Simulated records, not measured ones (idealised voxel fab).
process module | voxel local oxidation
Cross-sectional view cut (width: 205 nm; square cell size: 5 nm).
Notation: cross-section as square-cell grid; stated in bands, top first, going down; one or more cell rows per band.
Quick guide to a band line: top height, bottom height (nm) up front; then every material left to right with its width in nm. Only one material and it's marked "all across"? Then it fills the band edge to edge. And "empty" just means empty space.
Height datum 0, below which the as-received substrate wafer is one material. Lowest band open at the bottom, running downward: "0..down".
It should be noted that a width expressed as "30->40" varies in equal increments from row to row of cells within the band, taking the value of the first number at the top row and that of the second number at the bottom row.
Step note "changes: none" = no cross-section cell changed.
Closed void entries: empty space of 8 cells or more with no open way to the top, each as width x height at its distance from the left edge, in nm
Step line, after settings: the simulator's comment on this step.
When a step includes a mask, the "overlay nm" setting on its line states how far to the right of its planned place that mask lay, and negative values state how far to the left.
## Steps in the process plan
1,RECEIVE [material Si]
2,OXIDIZE [depth nm 5]
3,CONFORMAL_DEP [material SiN] [thk nm 15]
4,DIRECTIONAL_DEP [material aC] [thk nm 15]
5,PATTERN [tone cover] [mask id ACTIVE] [material resist] [width nm 130] [thk nm 35] [overlay nm 0]
6,DIRECTIONAL_ETCH [etch materials aC] [depth nm 15]
7,STRIP [etch materials resist]
8,DIRECTIONAL_ETCH [etch materials SiN] [depth nm 15]
9,STRIP [etch materials aC]
10,SELECTIVE_ETCH [etch materials SiO2] [depth nm 5]
11,OXIDIZE [depth nm 15]
12,STRIP [etch materials SiN]
## Cross-section of the incoming wafer, state after step 1
	0..down  Si all across
	Closed void entries: none
## Same starting wafer, same plan as above, one mistake in the execution; this is the cross-section at the end of the module
	25..15  SiO2 all across
	15..0  SiN all across
	0..-5  SiO2 all across
	-5..down  Si all across
	Closed void entries: none
Error vs. plan: step 4 off recipe, ran as DIRECTIONAL_DEP [material SiO2] [thk nm 15]
